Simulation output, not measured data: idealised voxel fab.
Process module heading - voxel released beams
In the cross-section labelled cut, the width is 260 nm and each square cell is 5 nm.
Notation: cross-section as square-cell grid; stated in bands, top first, going down; one or more cell rows per band. Heights first: top, then bottom, in nm. Then materials, left to right, each with a width in nm. "all across" on a single material: fills the band edge to edge. "blank": empty space. Heights are measured from 0, the level below which the as-received wafer is all one material; the lowest band has no bottom and continues downward, written as in "from 0 down". So if you see something like "30->40" for the width, read it as the top row of the band sitting at the first number and the bottom row at the second, with every row in between moving by the same amount as the last. "no modification" means the step left every cell of the cross-section as it was. "Closed empty spaces" contains a list of empty spaces, each no smaller than 8 cells and without an open way to the top, written in the form width x height at distance with the distance from the left edge and all three in nm. Post-settings text on a step line: simulator's own remark regarding the step. overlay nm: for a step with a mask, the amount by which the mask lay right of where it was planned; a negative amount means left of it.

List of planned process steps:
| 1 | op RECEIVE | material Si |
| 2 | op CONFORMAL_DEP | material SiN | thk nm 10 |
| 3 | op DIRECTIONAL_DEP | material SiO2 | thk nm 10 |
| 4 | op MASKED_ETCH | tone open | mask id ANCHOR | width nm 40 | etch materials SiO2 | depth nm 10 | overlay nm 0 |
| 5 | op CONFORMAL_DEP | material TiN | thk nm 15 |
| 6 | op DIRECTIONAL_DEP | material aC | thk nm 15 |
| 7 | op PATTERN | tone cover | mask id BEAM | material resist | width nm 110 | thk nm 30 | overlay nm 0 |
| 8 | op DIRECTIONAL_ETCH | etch materials aC | depth nm 15 |
| 9 | op STRIP | etch materials resist |
| 10 | op DIRECTIONAL_ETCH | etch materials TiN | depth nm 15 |
| 11 | op STRIP | etch materials aC |
| 12 | op STRIP | etch materials SiO2 |

So, the first of our two wafers, run just as we planned it:

Incoming wafer in cross-section (state: after step 1):
* from 0 down  Si all across
* Closed empty spaces: none

So this is the wafer cross-section right after step 2:
* from 10 to 0  SiN all across
* Nothing below the height 0 has changed.

So this is the wafer cross-section right after step 3:
* from 20 to 10  SiO2 all across
* Nothing below the height 10 has changed.

So this is the wafer cross-section right after step 4:
* from 20 to 10  SiO2=75, then blank=40, then SiO2=145
* Nothing below the height 10 has changed.

So this is the wafer cross-section right after step 5:
* from 35 to 25  TiN=90, then blank=10, then TiN=160
* from 25 to 20  TiN all across
* from 20 to 10  SiO2=75, then TiN=40, then SiO2=145
* Nothing below the height 10 has changed.

So this is the wafer cross-section right after step 6:
* from 50 to 40  aC=90, then blank=10, then aC=160
* from 40 to 35  aC all across
* from 35 to 25  TiN=90, then aC=10, then TiN=160
* Nothing below the height 25 has changed.

So this is the wafer cross-section right after step 7:
* from 80 to 50  blank=70, then resist=110, then blank=80
* from 50 to 40  aC=90, then resist=10, then aC=160
* Nothing below the height 40 has changed.

So this is the wafer cross-section right after step 8:
* from 65 to 50  blank=70, then resist=110, then blank=80
* from 50 to 40  blank=70, then aC=20, then resist=10, then aC=80, then blank=80
* from 40 to 35  blank=70, then aC=110, then blank=80
* Nothing below the height 35 has changed.

So this is the wafer cross-section right after step 9:
* from 50 to 40  blank=70, then aC=20, then blank=10, then aC=80, then blank=80
* Nothing below the height 40 has changed.

So this is the wafer cross-section right after step 10:
* from 50 to 40  blank=70, then aC=20, then blank=10, then aC=80, then blank=80
* from 40 to 35  blank=70, then aC=110, then blank=80
* from 35 to 25  blank=70, then TiN=20, then aC=10, then TiN=80, then blank=80
* from 25 to 20  blank=70, then TiN=110, then blank=80
* Nothing below the height 20 has changed.

So this is the wafer cross-section right after step 11:
* from 35 to 25  blank=70, then TiN=20, then blank=10, then TiN=80, then blank=80
* Nothing below the height 25 has changed.

So this is the wafer cross-section right after step 12:
* from 35 to 25  blank=70, then TiN=20, then blank=10, then TiN=80, then blank=80
* from 25 to 20  blank=70, then TiN=110, then blank=80
* from 20 to 10  blank=75, then TiN=40, then blank=145
* Nothing below the height 10 has changed.

Okay, second wafer. Nothing different at the start, nothing different in the plan, just one mistake somewhere in the running. As far as step 3, counting that step, it's the first wafer all over again:

Second wafer, section view, time point: scheduled end of step 4:
* from 20 to 10  SiO2=75, then blank=45, then SiO2=140
* Nothing below the height 10 has changed.

Second wafer, section view, time point: scheduled end of step 5:
* from 35 to 25  TiN=90, then blank=15, then TiN=155
* from 25 to 20  TiN all across
* from 20 to 10  SiO2=75, then TiN=45, then SiO2=140
* Nothing below the height 10 has changed.

Second wafer, section view, time point: scheduled end of step 6:
* from 50 to 40  aC=90, then blank=15, then aC=155
* from 40 to 35  aC all across
* from 35 to 25  TiN=90, then aC=15, then TiN=155
* Nothing below the height 25 has changed.

Second wafer, section view, time point: scheduled end of step 7:
* from 80 to 50  blank=70, then resist=110, then blank=80
* from 50 to 40  aC=90, then resist=15, then aC=155
* Nothing below the height 40 has changed.

Second wafer, section view, time point: scheduled end of step 8:
* from 65 to 50  blank=70, then resist=110, then blank=80
* from 50 to 40  blank=70, then aC=20, then resist=15, then aC=75, then blank=80
* from 40 to 35  blank=70, then aC=110, then blank=80
* Nothing below the height 35 has changed.

Second wafer, section view, time point: scheduled end of step 9:
* from 50 to 40  blank=70, then aC=20, then blank=15, then aC=75, then blank=80
* Nothing below the height 40 has changed.

Second wafer, section view, time point: scheduled end of step 10:
* from 50 to 40  blank=70, then aC=20, then blank=15, then aC=75, then blank=80
* from 40 to 35  blank=70, then aC=110, then blank=80
* from 35 to 25  blank=70, then TiN=20, then aC=15, then TiN=75, then blank=80
* from 25 to 20  blank=70, then TiN=110, then blank=80
* Nothing below the height 20 has changed.

Second wafer, section view, time point: scheduled end of step 11:
* from 35 to 25  blank=70, then TiN=20, then blank=15, then TiN=75, then blank=80
* Nothing below the height 25 has changed.

Second wafer, section view, time point: scheduled end of step 12:
* from 35 to 25  blank=70, then TiN=20, then blank=15, then TiN=75, then blank=80
* from 25 to 20  blank=70, then TiN=110, then blank=80
* from 20 to 10  blank=75, then TiN=45, then blank=140
* Nothing below the height 10 has changed.
What was the processing mistake? rather than as planned, step 4 actually ran as op MASKED_ETCH | tone open | mask id ANCHOR | width nm 45 | etch materials SiO2 | depth nm 10 | overlay nm 0
When the process is done, the second wafer contains the same cell count of every material as the first wafer, but distributed over other locations.
